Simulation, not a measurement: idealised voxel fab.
process module | voxel ribs on slabs
cross-section cut | 220 nm wide | cells 5 nm
A cross-section is a grid of square cells, given in bands from the top down. A band is one or more rows of cells.
Each band's line starts with the height of the band's top and of its bottom, in nm. Then come its materials from left to right, each with its width in nm. One material with "throughout" fills the band from edge to edge. "air" is empty space.
Height 0 is the level under which the wafer as received is all one material. The lowest band goes on downwards, as in "0 down".
A width such as "30 to 40" changes by the same amount from each row of cells to the next, from the band's top row to its bottom row.
"no change" after a step means that no cell of the cross-section changed.
closed voids: empty space of 8 cells or more with no open way to the top, each as width x height at its distance from the left edge, in nm
after a step's settings: what the simulator itself notes on the step
overlay nm, on a step with a mask: how far to the right of its planned place the mask lay; to the left if negative
plan
1 op RECEIVE | material Si
2 op DIRECTIONAL_DEP | material SiO2 | thk nm 20
3 op DIRECTIONAL_DEP | material polySi | thk nm 25
4 op PATTERN | tone cover | mask id RIB | material resist | width nm 25 | thk nm 20 | overlay nm 0
5 op DIRECTIONAL_ETCH | etch materials polySi | depth nm 5
6 op STRIP | etch materials resist
7 op MASKED_ETCH | tone cover | mask id SLAB | width nm 75 | etch materials polySi | depth nm 20 | overlay nm 0
8 op FILL_DEP | material SiO2 | thk nm 20
9 op CMP | height nm 55
10 op DIRECTIONAL_DEP | material W | thk nm 10
11 op DIRECTIONAL_DEP | material aC | thk nm 10
12 op PATTERN | tone cover | mask id HEATER | material resist | width nm 35 | thk nm 30 | overlay nm 0
13 op DIRECTIONAL_ETCH | etch materials aC | depth nm 10
14 op STRIP | etch materials resist
15 op DIRECTIONAL_ETCH | etch materials W | depth nm 10
16 op STRIP | etch materials aC
17 op CONFORMAL_DEP | material SiN | thk nm 5
as received, after step 1
  0 down: Si throughout
  closed voids: none
a wafer at the end: this start, this plan, one mistake
  70 to 65: air 85 | SiN 45 | air 90
  65 to 60: air 85 | SiN 5 | W 35 | SiN 5 | air 90
  60 to 55: SiN 90 | W 35 | SiN 95
  55 to 45: SiN throughout
  45 to 40: SiN 95 | polySi 25 | SiN 100
  40 to 20: SiN 70 | polySi 75 | SiN 75
  20 to 0: SiO2 throughout
  0 down: Si throughout
  closed voids: none
what went wrong: step 8 ran as: op FILL_DEP | material SiN | thk nm 20
